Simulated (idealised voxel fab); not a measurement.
The following is a process module called voxel transistor to metal.
Shown is cross-section cut, with a width of 160 nm and square cells of size 5 nm.
Notation: cross-section as square-cell grid; stated in bands, top first, going down; one or more cell rows per band. Look at the band entry: it leads with the top's height and the bottom's height in nm. Then it lists the materials left to right, with a width in nm for each. The word "full width" on a single material says that material fills the band edge to edge. The word "air" is empty space. Counting heights begins at 0, where everything beneath is, in the wafer as received, one material. The lowest band has no bottom; it goes on downwards, as "0 and below" shows. When a width is written as two numbers, as in "30->40", the first number is the width in the top row of cells of the band and the second is the width in its bottom row, and the width changes by the same amount from each row to the next. No cell of the cross-section changed in a step that is given as "nothing different". "Trapped voids" specifies each empty space that is not open to the top and that occupies no fewer than 8 cells, using the form width x height at distance, the distance measured from the left edge and all three quantities in nm. Heads up: the bit after the settings on a step's line is the simulator's remark on that step. If you see "overlay nm" on a step's line and that step has a mask, it's telling you how far right of where it was planned the mask ended up; a negative number means it went left instead.
**The process steps that were planned are listed below**
1. RECEIVE: material Si
2. OXIDIZE: depth nm 5
3. CONFORMAL_DEP: material SiN, thk nm 15
4. DIRECTIONAL_DEP: material aC, thk nm 10
5. PATTERN: tone cover, mask id ACTIVE, material resist, width nm 125, thk nm 30, overlay nm 0
6. DIRECTIONAL_ETCH: etch materials aC, depth nm 10
7. STRIP: etch materials resist
8. DIRECTIONAL_ETCH: etch materials SiN, depth nm 15
9. DIRECTIONAL_ETCH: etch materials SiO2, depth nm 5
10. DIRECTIONAL_ETCH: etch materials Si, depth nm 30
11. STRIP: etch materials aC
12. OXIDIZE: depth nm 5
13. FILL_DEP: material SiO2, thk nm 15
14. CMP: height nm 15
15. SELECTIVE_ETCH: etch materials SiO2, depth nm 10
16. STRIP: etch materials SiN
17. SELECTIVE_ETCH: etch materials SiO2, depth nm 5
18. OXIDIZE: depth nm 5
19. DIRECTIONAL_DEP: material polySi, thk nm 20
20. DIRECTIONAL_DEP: material SiCN, thk nm 10
21. DIRECTIONAL_DEP: material aC, thk nm 10
22. PATTERN: tone cover, mask id GATE, material resist, width nm 25, thk nm 30, overlay nm 0
23. DIRECTIONAL_ETCH: etch materials aC, depth nm 10
24. STRIP: etch materials resist
25. DIRECTIONAL_ETCH: etch materials SiCN, depth nm 20
26. DIRECTIONAL_ETCH: etch materials polySi, depth nm 30
27. STRIP: etch materials aC
28. CONFORMAL_DEP: material SiO2, thk nm 5
29. DIRECTIONAL_ETCH: etch materials SiO2, depth nm 5
30. CONFORMAL_DEP: material SiN, thk nm 5
31. DIRECTIONAL_ETCH: etch materials SiN, depth nm 5
32. DIRECTIONAL_ETCH: etch materials SiO2, depth nm 5
33. DIRECTIONAL_ETCH: etch materials Si, depth nm 5
34. EPI: material nSi, thk nm 5
35. FILL_DEP: material SiO2, thk nm 10
36. CMP: height nm 25
37. DIRECTIONAL_DEP: material SiO2, thk nm 15
38. MASKED_ETCH: tone open, mask id CONTACT, width nm 20, pitch nm 85, etch materials SiO2, depth nm 50, overlay nm 0
39. CONFORMAL_DEP: material TiN, thk nm 5
40. FILL_DEP: material Ru, thk nm 5
41. CMP: height nm 40
42. DIRECTIONAL_DEP: material TiN, thk nm 5
43. DIRECTIONAL_DEP: material Ru, thk nm 20
44. PATTERN: tone cover, mask id METAL_1, material resist, width nm 20, pitch nm 85, thk nm 20, overlay nm 0
45. DIRECTIONAL_ETCH: etch materials Ru, depth nm 20
46. DIRECTIONAL_ETCH: etch materials TiN, depth nm 5
47. STRIP: etch materials resist
48. CONFORMAL_DEP: material SiN, thk nm 5
49. FILL_DEP: material SiO2, thk nm 10
50. CMP: height nm 65
51. CONFORMAL_DEP: material SiCN, thk nm 5
**First wafer of two (run as planned)**
**The cross-section here shows the wafer as received, i.e. in its state after step 1**
    0 and below = Si full width
    Trapped voids: none
**Take a look at the wafer's cross-section after step 2**
    0 down to -5 = SiO2 full width
    For the remainder of the cross-section, below -5, there is no change.
**Take a look at the wafer's cross-section after step 3**
    15 down to 0 = SiN full width
    For the remainder of the cross-section, below 0, there is no change.
**Take a look at the wafer's cross-section after step 4**
    25 down to 15 = aC full width
    For the remainder of the cross-section, below 15, there is no change.
**Take a look at the wafer's cross-section after step 5**
    55 down to 25 = air=15, resist=125, air=20
    For the remainder of the cross-section, below 25, there is no change.
**Take a look at the wafer's cross-section after step 6**
    45 down to 25 = air=15, resist=125, air=20
    25 down to 15 = air=15, aC=125, air=20
    For the remainder of the cross-section, below 15, there is no change.
**Take a look at the wafer's cross-section after step 7**
    25 down to 15 = air=15, aC=125, air=20
    For the remainder of the cross-section, below 15, there is no change.
**Take a look at the wafer's cross-section after step 8**
    25 down to 15 = air=15, aC=125, air=20
    15 down to 0 = air=15, SiN=125, air=20
    For the remainder of the cross-section, below 0, there is no change.
**Take a look at the wafer's cross-section after step 9**
    25 down to 15 = air=15, aC=125, air=20
    15 down to 0 = air=15, SiN=125, air=20
    0 down to -5 = air=15, SiO2=125, air=20
    For the remainder of the cross-section, below -5, there is no change.
**Take a look at the wafer's cross-section after step 10**
    25 down to 15 = air=15, aC=125, air=20
    15 down to 0 = air=15, SiN=125, air=20
    0 down to -5 = air=15, SiO2=125, air=20
    -5 down to -35 = air=15, Si=125, air=20
    For the remainder of the cross-section, below -35, there is no change.
**Take a look at the wafer's cross-section after step 11**
    15 down to 0 = air=15, SiN=125, air=20
    For the remainder of the cross-section, below 0, there is no change.
**Take a look at the wafer's cross-section after step 12**
    15 down to 0 = air=15, SiN=125, air=20
    0 down to -5 = air=15, SiO2=125, air=20
    -5 down to -35 = air=15, SiO2=5, Si=115, SiO2=5, air=20
    -35 down to -40 = SiO2=20, Si=115, SiO2=25
    For the remainder of the cross-section, below -40, there is no change.
**Take a look at the wafer's cross-section after step 13**
    30 down to 15 = SiO2 full width
    15 down to 0 = SiO2=15, SiN=125, SiO2=20
    0 down to -5 = SiO2 full width
    -5 down to -40 = SiO2=20, Si=115, SiO2=25
    For the remainder of the cross-section, below -40, there is no change.
**Take a look at the wafer's cross-section after step 14**
    15 down to 0 = SiO2=15, SiN=125, SiO2=20
    For the remainder of the cross-section, below 0, there is no change.
**Take a look at the wafer's cross-section after step 15**
    15 down to 5 = air=15, SiN=125, air=20
    For the remainder of the cross-section, below 5, there is no change.
**Take a look at the wafer's cross-section after step 16**
    5 down to 0 = SiO2=15, air=125, SiO2=20
    For the remainder of the cross-section, below 0, there is no change.
**Take a look at the wafer's cross-section after step 17**
    0 down to -5 = SiO2=10, air=135, SiO2=15
    For the remainder of the cross-section, below -5, there is no change.
**Take a look at the wafer's cross-section after step 18**
    0 down to -5 = SiO2=10, air=135, SiO2=15
    -5 down to -10 = SiO2 full width
    For the remainder of the cross-section, below -10, there is no change.
**Take a look at the wafer's cross-section after step 19**
    20 down to 15 = polySi=10, air=135, polySi=15
    15 down to 0 = polySi full width
    0 down to -5 = SiO2=10, polySi=135, SiO2=15
    For the remainder of the cross-section, below -5, there is no change.
**Take a look at the wafer's cross-section after step 20**
    30 down to 25 = SiCN=10, air=135, SiCN=15
    25 down to 20 = SiCN full width
    20 down to 15 = polySi=10, SiCN=135, polySi=15
    For the remainder of the cross-section, below 15, there is no change.
**Take a look at the wafer's cross-section after step 21**
    40 down to 35 = aC=10, air=135, aC=15
    35 down to 30 = aC full width
    30 down to 25 = SiCN=10, aC=135, SiCN=15
    For the remainder of the cross-section, below 25, there is no change.
**Take a look at the wafer's cross-section after step 22**
    70 down to 40 = air=65, resist=25, air=70
    40 down to 35 = aC=10, air=55, resist=25, air=55, aC=15
    For the remainder of the cross-section, below 35, there is no change.
**Take a look at the wafer's cross-section after step 23**
    60 down to 35 = air=65, resist=25, air=70
    35 down to 30 = air=65, aC=25, air=70
    30 down to 25 = SiCN=10, air=55, aC=25, air=55, SiCN=15
    For the remainder of the cross-section, below 25, there is no change.
**Take a look at the wafer's cross-section after step 24**
    35 down to 30 = air=65, aC=25, air=70
    For the remainder of the cross-section, below 30, there is no change.
**Take a look at the wafer's cross-section after step 25**
    35 down to 25 = air=65, aC=25, air=70
    25 down to 20 = air=65, SiCN=25, air=70
    20 down to 15 = polySi=10, air=55, SiCN=25, air=55, polySi=15
    For the remainder of the cross-section, below 15, there is no change.
**Take a look at the wafer's cross-section after step 26**
    35 down to 25 = air=65, aC=25, air=70
    25 down to 15 = air=65, SiCN=25, air=70
    15 down to 0 = air=65, polySi=25, air=70
    0 down to -5 = SiO2=10, air=55, polySi=25, air=55, SiO2=15
    For the remainder of the cross-section, below -5, there is no change.
**Take a look at the wafer's cross-section after step 27**
    25 down to 15 = air=65, SiCN=25, air=70
    For the remainder of the cross-section, below 15, there is no change.
**Take a look at the wafer's cross-section after step 28**
    30 down to 25 = air=60, SiO2=35, air=65
    25 down to 15 = air=60, SiO2=5, SiCN=25, SiO2=5, air=65
    15 down to 5 = air=60, SiO2=5, polySi=25, SiO2=5, air=65
    5 down to 0 = SiO2=15, air=45, SiO2=5, polySi=25, SiO2=5, air=45, SiO2=20
    0 down to -5 = SiO2=65, polySi=25, SiO2=70
    For the remainder of the cross-section, below -5, there is no change.
**Take a look at the wafer's cross-section after step 29**
    25 down to 15 = air=60, SiO2=5, SiCN=25, SiO2=5, air=65
    15 down to 0 = air=60, SiO2=5, polySi=25, SiO2=5, air=65
    0 down to -5 = SiO2=15, air=45, SiO2=5, polySi=25, SiO2=5, air=45, SiO2=20
    For the remainder of the cross-section, below -5, there is no change.
**Take a look at the wafer's cross-section after step 30**
    30 down to 25 = air=55, SiN=45, air=60
    25 down to 15 = air=55, SiN=5, SiO2=5, SiCN=25, SiO2=5, SiN=5, air=60
    15 down to 5 = air=55, SiN=5, SiO2=5, polySi=25, SiO2=5, SiN=5, air=60
    5 down to 0 = SiN=20, air=35, SiN=5, SiO2=5, polySi=25, SiO2=5, SiN=5, air=35, SiN=25
    0 down to -5 = SiO2=15, SiN=45, SiO2=5, polySi=25, SiO2=5, SiN=45, SiO2=20
    For the remainder of the cross-section, below -5, there is no change.
**Take a look at the wafer's cross-section after step 31**
    25 down to 15 = air=55, SiN=5, SiO2=5, SiCN=25, SiO2=5, SiN=5, air=60
    15 down to 0 = air=55, SiN=5, SiO2=5, polySi=25, SiO2=5, SiN=5, air=60
    0 down to -5 = SiO2=15, SiN=5, air=35, SiN=5, SiO2=5, polySi=25, SiO2=5, SiN=5, air=35, SiN=5, SiO2=20
    For the remainder of the cross-section, below -5, there is no change.
**Take a look at the wafer's cross-section after step 32**
    25 down to 20 = air=55, SiN=5, air=5, SiCN=25, air=5, SiN=5, air=60
    20 down to 15 = air=55, SiN=5, SiO2=5, SiCN=25, SiO2=5, SiN=5, air=60
    15 down to 0 = air=55, SiN=5, SiO2=5, polySi=25, SiO2=5, SiN=5, air=60
    0 down to -5 = air=15, SiN=5, air=35, SiN=5, SiO2=5, polySi=25, SiO2=5, SiN=5, air=35, SiN=5, air=20
    -5 down to -10 = SiO2=20, air=35, SiO2=45, air=35, SiO2=25
    For the remainder of the cross-section, below -10, there is no change.
**Take a look at the wafer's cross-section after step 33**
    25 down to 20 = air=55, SiN=5, air=5, SiCN=25, air=5, SiN=5, air=60
    20 down to 15 = air=55, SiN=5, SiO2=5, SiCN=25, SiO2=5, SiN=5, air=60
    15 down to 0 = air=55, SiN=5, SiO2=5, polySi=25, SiO2=5, SiN=5, air=60
    0 down to -5 = air=15, SiN=5, air=35, SiN=5, SiO2=5, polySi=25, SiO2=5, SiN=5, air=35, SiN=5, air=20
    -5 down to -10 = SiO2=20, air=35, SiO2=45, air=35, SiO2=25
    -10 down to -15 = SiO2=20, air=35, Si=45, air=35, SiO2=25
    For the remainder of the cross-section, below -15, there is no change.
**Take a look at the wafer's cross-section after step 34**
    25 down to 20 = air=55, SiN=5, air=5, SiCN=25, air=5, SiN=5, air=60
    20 down to 15 = air=55, SiN=5, SiO2=5, SiCN=25, SiO2=5, SiN=5, air=60
    15 down to 0 = air=55, SiN=5, SiO2=5, polySi=25, SiO2=5, SiN=5, air=60
    0 down to -5 = air=15, SiN=5, air=35, SiN=5, SiO2=5, polySi=25, SiO2=5, SiN=5, air=35, SiN=5, air=20
    -5 down to -10 = SiO2=20, air=30, nSi=5, SiO2=45, nSi=5, air=30, SiO2=25
    -10 down to -15 = SiO2=20, nSi=35, Si=45, nSi=35, SiO2=25
    For the remainder of the cross-section, below -15, there is no change.
**Take a look at the wafer's cross-section after step 35**
    35 down to 25 = SiO2 full width
    25 down to 15 = SiO2=55, SiN=5, SiO2=5, SiCN=25, SiO2=5, SiN=5, SiO2=60
    15 down to 0 = SiO2=55, SiN=5, SiO2=5, polySi=25, SiO2=5, SiN=5, SiO2=60
    0 down to -5 = SiO2=15, SiN=5, SiO2=35, SiN=5, SiO2=5, polySi=25, SiO2=5, SiN=5, SiO2=35, SiN=5, SiO2=20
    -5 down to -10 = SiO2=50, nSi=5, SiO2=45, nSi=5, SiO2=55
    For the remainder of the cross-section, below -10, there is no change.
**Take a look at the wafer's cross-section after step 36**
    25 down to 15 = SiO2=55, SiN=5, SiO2=5, SiCN=25, SiO2=5, SiN=5, SiO2=60
    For the remainder of the cross-section, below 15, there is no change.
**Take a look at the wafer's cross-section after step 37**
    40 down to 25 = SiO2 full width
    For the remainder of the cross-section, below 25, there is no change.
**Take a look at the wafer's cross-section after step 38**
    40 down to 25 = SiO2=25, air=20, SiO2=65, air=20, SiO2=30
    25 down to 15 = SiO2=25, air=20, SiO2=10, SiN=5, SiO2=5, SiCN=25, SiO2=5, SiN=5, SiO2=10, air=20, SiO2=30
    15 down to 0 = SiO2=25, air=20, SiO2=10, SiN=5, SiO2=5, polySi=25, SiO2=5, SiN=5, SiO2=10, air=20, SiO2=30
    0 down to -5 = SiO2=15, SiN=5, SiO2=5, air=20, SiO2=10, SiN=5, SiO2=5, polySi=25, SiO2=5, SiN=5, SiO2=10, air=20, SiO2=5, SiN=5, SiO2=20
    -5 down to -10 = SiO2=25, air=20, SiO2=5, nSi=5, SiO2=45, nSi=5, SiO2=5, air=20, SiO2=30
    For the remainder of the cross-section, below -10, there is no change.
**Take a look at the wafer's cross-section after step 39**
    45 down to 40 = TiN=30, air=10, TiN=75, air=10, TiN=35
    40 down to 25 = SiO2=25, TiN=5, air=10, TiN=5, SiO2=65, TiN=5, air=10, TiN=5, SiO2=30
    25 down to 15 = SiO2=25, TiN=5, air=10, TiN=5, SiO2=10, SiN=5, SiO2=5, SiCN=25, SiO2=5, SiN=5, SiO2=10, TiN=5, air=10, TiN=5, SiO2=30
    15 down to 0 = SiO2=25, TiN=5, air=10, TiN=5, SiO2=10, SiN=5, SiO2=5, polySi=25, SiO2=5, SiN=5, SiO2=10, TiN=5, air=10, TiN=5, SiO2=30
    0 down to -5 = SiO2=15, SiN=5, SiO2=5, TiN=5, air=10, TiN=5, SiO2=10, SiN=5, SiO2=5, polySi=25, SiO2=5, SiN=5, SiO2=10, TiN=5, air=10, TiN=5, SiO2=5, SiN=5, SiO2=20
    -5 down to -10 = SiO2=25, TiN=20, SiO2=5, nSi=5, SiO2=45, nSi=5, SiO2=5, TiN=20, SiO2=30
    For the remainder of the cross-section, below -10, there is no change.
**Take a look at the wafer's cross-section after step 40**
    50 down to 45 = Ru full width
    45 down to 40 = TiN=30, Ru=10, TiN=75, Ru=10, TiN=35
    40 down to 25 = SiO2=25, TiN=5, Ru=10, TiN=5, SiO2=65, TiN=5, Ru=10, TiN=5, SiO2=30
    25 down to 15 = SiO2=25, TiN=5, Ru=10, TiN=5, SiO2=10, SiN=5, SiO2=5, SiCN=25, SiO2=5, SiN=5, SiO2=10, TiN=5, Ru=10, TiN=5, SiO2=30
    15 down to 0 = SiO2=25, TiN=5, Ru=10, TiN=5, SiO2=10, SiN=5, SiO2=5, polySi=25, SiO2=5, SiN=5, SiO2=10, TiN=5, Ru=10, TiN=5, SiO2=30
    0 down to -5 = SiO2=15, SiN=5, SiO2=5, TiN=5, Ru=10, TiN=5, SiO2=10, SiN=5, SiO2=5, polySi=25, SiO2=5, SiN=5, SiO2=10, TiN=5, Ru=10, TiN=5, SiO2=5, SiN=5, SiO2=20
    For the remainder of the cross-section, below -5, there is no change.
**Take a look at the wafer's cross-section after step 41**
    40 down to 25 = SiO2=25, TiN=5, Ru=10, TiN=5, SiO2=65, TiN=5, Ru=10, TiN=5, SiO2=30
    For the remainder of the cross-section, below 25, there is no change.
**Take a look at the wafer's cross-section after step 42**
    45 down to 40 = TiN full width
    For the remainder of the cross-section, below 40, there is no change.
**Take a look at the wafer's cross-section after step 43**
    65 down to 45 = Ru full width
    For the remainder of the cross-section, below 45, there is no change.
**Take a look at the wafer's cross-section after step 44**
    85 down to 65 = air=25, resist=20, air=65, resist=20, air=30
    For the remainder of the cross-section, below 65, there is no change.
**Take a look at the wafer's cross-section after step 45**
    85 down to 65 = air=25, resist=20, air=65, resist=20, air=30
    65 down to 45 = air=25, Ru=20, air=65, Ru=20, air=30
    For the remainder of the cross-section, below 45, there is no change.
**Take a look at the wafer's cross-section after step 46**
    85 down to 65 = air=25, resist=20, air=65, resist=20, air=30
    65 down to 45 = air=25, Ru=20, air=65, Ru=20, air=30
    45 down to 40 = air=25, TiN=20, air=65, TiN=20, air=30
    For the remainder of the cross-section, below 40, there is no change.
**Take a look at the wafer's cross-section after step 47**
    65 down to 45 = air=25, Ru=20, air=65, Ru=20, air=30
    For the remainder of the cross-section, below 45, there is no change.
**Take a look at the wafer's cross-section after step 48**
    70 down to 65 = air=20, SiN=30, air=55, SiN=30, air=25
    65 down to 45 = air=20, SiN=5, Ru=20, SiN=5, air=55, SiN=5, Ru=20, SiN=5, air=25
    45 down to 40 = SiN=25, TiN=20, SiN=65, TiN=20, SiN=30
    For the remainder of the cross-section, below 40, there is no change.
**Take a look at the wafer's cross-section after step 49**
    80 down to 70 = SiO2 full width
    70 down to 65 = SiO2=20, SiN=30, SiO2=55, SiN=30, SiO2=25
    65 down to 45 = SiO2=20, SiN=5, Ru=20, SiN=5, SiO2=55, SiN=5, Ru=20, SiN=5, SiO2=25
    For the remainder of the cross-section, below 45, there is no change.
**Take a look at the wafer's cross-section after step 50**
    65 down to 45 = SiO2=20, SiN=5, Ru=20, SiN=5, SiO2=55, SiN=5, Ru=20, SiN=5, SiO2=25
    For the remainder of the cross-section, below 45, there is no change.
**Take a look at the wafer's cross-section after step 51**
    70 down to 65 = SiCN full width
    For the remainder of the cross-section, below 65, there is no change.
**Second wafer: same start and same plan as the first, one execution error; identical to the first through step 21**
**X-section, second wafer, when step 22 was due to finish**
    70 down to 40 = air=55, resist=25, air=80
    40 down to 35 = aC=10, air=45, resist=25, air=65, aC=15
    For the remainder of the cross-section, below 35, there is no change.
**X-section, second wafer, when step 23 was due to finish**
    60 down to 35 = air=55, resist=25, air=80
    35 down to 30 = air=55, aC=25, air=80
    30 down to 25 = SiCN=10, air=45, aC=25, air=65, SiCN=15
    For the remainder of the cross-section, below 25, there is no change.
**X-section, second wafer, when step 24 was due to finish**
    35 down to 30 = air=55, aC=25, air=80
    For the remainder of the cross-section, below 30, there is no change.
**X-section, second wafer, when step 25 was due to finish**
    35 down to 25 = air=55, aC=25, air=80
    25 down to 20 = air=55, SiCN=25, air=80
    20 down to 15 = polySi=10, air=45, SiCN=25, air=65, polySi=15
    For the remainder of the cross-section, below 15, there is no change.
**X-section, second wafer, when step 26 was due to finish**
    35 down to 25 = air=55, aC=25, air=80
    25 down to 15 = air=55, SiCN=25, air=80
    15 down to 0 = air=55, polySi=25, air=80
    0 down to -5 = SiO2=10, air=45, polySi=25, air=65, SiO2=15
    For the remainder of the cross-section, below -5, there is no change.
**X-section, second wafer, when step 27 was due to finish**
    25 down to 15 = air=55, SiCN=25, air=80
    For the remainder of the cross-section, below 15, there is no change.
**X-section, second wafer, when step 28 was due to finish**
    30 down to 25 = air=50, SiO2=35, air=75
    25 down to 15 = air=50, SiO2=5, SiCN=25, SiO2=5, air=75
    15 down to 5 = air=50, SiO2=5, polySi=25, SiO2=5, air=75
    5 down to 0 = SiO2=15, air=35, SiO2=5, polySi=25, SiO2=5, air=55, SiO2=20
    0 down to -5 = SiO2=55, polySi=25, SiO2=80
    For the remainder of the cross-section, below -5, there is no change.
**X-section, second wafer, when step 29 was due to finish**
    25 down to 15 = air=50, SiO2=5, SiCN=25, SiO2=5, air=75
    15 down to 0 = air=50, SiO2=5, polySi=25, SiO2=5, air=75
    0 down to -5 = SiO2=15, air=35, SiO2=5, polySi=25, SiO2=5, air=55, SiO2=20
    For the remainder of the cross-section, below -5, there is no change.
**X-section, second wafer, when step 30 was due to finish**
    30 down to 25 = air=45, SiN=45, air=70
    25 down to 15 = air=45, SiN=5, SiO2=5, SiCN=25, SiO2=5, SiN=5, air=70
    15 down to 5 = air=45, SiN=5, SiO2=5, polySi=25, SiO2=5, SiN=5, air=70
    5 down to 0 = SiN=20, air=25, SiN=5, SiO2=5, polySi=25, SiO2=5, SiN=5, air=45, SiN=25
    0 down to -5 = SiO2=15, SiN=35, SiO2=5, polySi=25, SiO2=5, SiN=55, SiO2=20
    For the remainder of the cross-section, below -5, there is no change.
**X-section, second wafer, when step 31 was due to finish**
    25 down to 15 = air=45, SiN=5, SiO2=5, SiCN=25, SiO2=5, SiN=5, air=70
    15 down to 0 = air=45, SiN=5, SiO2=5, polySi=25, SiO2=5, SiN=5, air=70
    0 down to -5 = SiO2=15, SiN=5, air=25, SiN=5, SiO2=5, polySi=25, SiO2=5, SiN=5, air=45, SiN=5, SiO2=20
    For the remainder of the cross-section, below -5, there is no change.
**X-section, second wafer, when step 32 was due to finish**
    25 down to 20 = air=45, SiN=5, air=5, SiCN=25, air=5, SiN=5, air=70
    20 down to 15 = air=45, SiN=5, SiO2=5, SiCN=25, SiO2=5, SiN=5, air=70
    15 down to 0 = air=45, SiN=5, SiO2=5, polySi=25, SiO2=5, SiN=5, air=70
    0 down to -5 = air=15, SiN=5, air=25, SiN=5, SiO2=5, polySi=25, SiO2=5, SiN=5, air=45, SiN=5, air=20
    -5 down to -10 = SiO2=20, air=25, SiO2=45, air=45, SiO2=25
    For the remainder of the cross-section, below -10, there is no change.
**X-section, second wafer, when step 33 was due to finish**
    25 down to 20 = air=45, SiN=5, air=5, SiCN=25, air=5, SiN=5, air=70
    20 down to 15 = air=45, SiN=5, SiO2=5, SiCN=25, SiO2=5, SiN=5, air=70
    15 down to 0 = air=45, SiN=5, SiO2=5, polySi=25, SiO2=5, SiN=5, air=70
    0 down to -5 = air=15, SiN=5, air=25, SiN=5, SiO2=5, polySi=25, SiO2=5, SiN=5, air=45, SiN=5, air=20
    -5 down to -10 = SiO2=20, air=25, SiO2=45, air=45, SiO2=25
    -10 down to -15 = SiO2=20, air=25, Si=45, air=45, SiO2=25
    For the remainder of the cross-section, below -15, there is no change.
**X-section, second wafer, when step 34 was due to finish**
    25 down to 20 = air=45, SiN=5, air=5, SiCN=25, air=5, SiN=5, air=70
    20 down to 15 = air=45, SiN=5, SiO2=5, SiCN=25, SiO2=5, SiN=5, air=70
    15 down to 0 = air=45, SiN=5, SiO2=5, polySi=25, SiO2=5, SiN=5, air=70
    0 down to -5 = air=15, SiN=5, air=25, SiN=5, SiO2=5, polySi=25, SiO2=5, SiN=5, air=45, SiN=5, air=20
    -5 down to -10 = SiO2=20, air=20, nSi=5, SiO2=45, nSi=5, air=40, SiO2=25
    -10 down to -15 = SiO2=20, nSi=25, Si=45, nSi=45, SiO2=25
    For the remainder of the cross-section, below -15, there is no change.
**X-section, second wafer, when step 35 was due to finish**
    35 down to 25 = SiO2 full width
    25 down to 15 = SiO2=45, SiN=5, SiO2=5, SiCN=25, SiO2=5, SiN=5, SiO2=70
    15 down to 0 = SiO2=45, SiN=5, SiO2=5, polySi=25, SiO2=5, SiN=5, SiO2=70
    0 down to -5 = SiO2=15, SiN=5, SiO2=25, SiN=5, SiO2=5, polySi=25, SiO2=5, SiN=5, SiO2=45, SiN=5, SiO2=20
    -5 down to -10 = SiO2=40, nSi=5, SiO2=45, nSi=5, SiO2=65
    For the remainder of the cross-section, below -10, there is no change.
**X-section, second wafer, when step 36 was due to finish**
    25 down to 15 = SiO2=45, SiN=5, SiO2=5, SiCN=25, SiO2=5, SiN=5, SiO2=70
    For the remainder of the cross-section, below 15, there is no change.
**X-section, second wafer, when step 37 was due to finish**
    40 down to 25 = SiO2 full width
    For the remainder of the cross-section, below 25, there is no change.
**X-section, second wafer, when step 38 was due to finish**
    40 down to 25 = SiO2=25, air=20, SiO2=65, air=20, SiO2=30
    25 down to 15 = SiO2=25, air=20, SiN=5, SiO2=5, SiCN=25, SiO2=5, SiN=5, SiO2=20, air=20, SiO2=30
    15 down to 0 = SiO2=25, air=20, SiN=5, SiO2=5, polySi=25, SiO2=5, SiN=5, SiO2=20, air=20, SiO2=30
    0 down to -5 = SiO2=15, SiN=5, SiO2=5, air=20, SiN=5, SiO2=5, polySi=25, SiO2=5, SiN=5, SiO2=20, air=20, SiO2=5, SiN=5, SiO2=20
    -5 down to -10 = SiO2=25, air=15, nSi=5, SiO2=45, nSi=5, SiO2=15, air=20, SiO2=30
    For the remainder of the cross-section, below -10, there is no change.
**X-section, second wafer, when step 39 was due to finish**
    45 down to 40 = TiN=30, air=10, TiN=75, air=10, TiN=35
    40 down to 25 = SiO2=25, TiN=5, air=10, TiN=5, SiO2=65, TiN=5, air=10, TiN=5, SiO2=30
    25 down to 15 = SiO2=25, TiN=5, air=10, TiN=5, SiN=5, SiO2=5, SiCN=25, SiO2=5, SiN=5, SiO2=20, TiN=5, air=10, TiN=5, SiO2=30
    15 down to 0 = SiO2=25, TiN=5, air=10, TiN=5, SiN=5, SiO2=5, polySi=25, SiO2=5, SiN=5, SiO2=20, TiN=5, air=10, TiN=5, SiO2=30
    0 down to -5 = SiO2=15, SiN=5, SiO2=5, TiN=5, air=5, TiN=10, SiN=5, SiO2=5, polySi=25, SiO2=5, SiN=5, SiO2=20, TiN=5, air=10, TiN=5, SiO2=5, SiN=5, SiO2=20
    -5 down to -10 = SiO2=25, TiN=15, nSi=5, SiO2=45, nSi=5, SiO2=15, TiN=20, SiO2=30
    For the remainder of the cross-section, below -10, there is no change.
**X-section, second wafer, when step 40 was due to finish**
    50 down to 45 = Ru full width
    45 down to 40 = TiN=30, Ru=10, TiN=75, Ru=10, TiN=35
    40 down to 25 = SiO2=25, TiN=5, Ru=10, TiN=5, SiO2=65, TiN=5, Ru=10, TiN=5, SiO2=30
    25 down to 15 = SiO2=25, TiN=5, Ru=10, TiN=5, SiN=5, SiO2=5, SiCN=25, SiO2=5, SiN=5, SiO2=20, TiN=5, Ru=10, TiN=5, SiO2=30
    15 down to 0 = SiO2=25, TiN=5, Ru=10, TiN=5, SiN=5, SiO2=5, polySi=25, SiO2=5, SiN=5, SiO2=20, TiN=5, Ru=10, TiN=5, SiO2=30
    0 down to -5 = SiO2=15, SiN=5, SiO2=5, TiN=5, Ru=5, TiN=10, SiN=5, SiO2=5, polySi=25, SiO2=5, SiN=5, SiO2=20, TiN=5, Ru=10, TiN=5, SiO2=5, SiN=5, SiO2=20
    For the remainder of the cross-section, below -5, there is no change.
**X-section, second wafer, when step 41 was due to finish**
    40 down to 25 = SiO2=25, TiN=5, Ru=10, TiN=5, SiO2=65, TiN=5, Ru=10, TiN=5, SiO2=30
    For the remainder of the cross-section, below 25, there is no change.
**X-section, second wafer, when step 42 was due to finish**
    45 down to 40 = TiN full width
    For the remainder of the cross-section, below 40, there is no change.
**X-section, second wafer, when step 43 was due to finish**
    65 down to 45 = Ru full width
    For the remainder of the cross-section, below 45, there is no change.
**X-section, second wafer, when step 44 was due to finish**
    85 down to 65 = air=25, resist=20, air=65, resist=20, air=30
    For the remainder of the cross-section, below 65, there is no change.
**X-section, second wafer, when step 45 was due to finish**
    85 down to 65 = air=25, resist=20, air=65, resist=20, air=30
    65 down to 45 = air=25, Ru=20, air=65, Ru=20, air=30
    For the remainder of the cross-section, below 45, there is no change.
**X-section, second wafer, when step 46 was due to finish**
    85 down to 65 = air=25, resist=20, air=65, resist=20, air=30
    65 down to 45 = air=25, Ru=20, air=65, Ru=20, air=30
    45 down to 40 = air=25, TiN=20, air=65, TiN=20, air=30
    For the remainder of the cross-section, below 40, there is no change.
**X-section, second wafer, when step 47 was due to finish**
    65 down to 45 = air=25, Ru=20, air=65, Ru=20, air=30
    For the remainder of the cross-section, below 45, there is no change.
**X-section, second wafer, when step 48 was due to finish**
    70 down to 65 = air=20, SiN=30, air=55, SiN=30, air=25
    65 down to 45 = air=20, SiN=5, Ru=20, SiN=5, air=55, SiN=5, Ru=20, SiN=5, air=25
    45 down to 40 = SiN=25, TiN=20, SiN=65, TiN=20, SiN=30
    For the remainder of the cross-section, below 40, there is no change.
**X-section, second wafer, when step 49 was due to finish**
    80 down to 70 = SiO2 full width
    70 down to 65 = SiO2=20, SiN=30, SiO2=55, SiN=30, SiO2=25
    65 down to 45 = SiO2=20, SiN=5, Ru=20, SiN=5, SiO2=55, SiN=5, Ru=20, SiN=5, SiO2=25
    For the remainder of the cross-section, below 45, there is no change.
**X-section, second wafer, when step 50 was due to finish**
    65 down to 45 = SiO2=20, SiN=5, Ru=20, SiN=5, SiO2=55, SiN=5, Ru=20, SiN=5, SiO2=25
    For the remainder of the cross-section, below 45, there is no change.
**X-section, second wafer, when step 51 was due to finish**
    70 down to 65 = SiCN full width
    For the remainder of the cross-section, below 65, there is no change.
Error vs. plan: step 22 ran with different settings than intended, the actual operation and settings being PATTERN: tone cover, mask id GATE, material resist, width nm 25, thk nm 30, overlay nm -10
Cell-count delta at end, second wafer over first, by material: -1 Ru; +1 SiO2
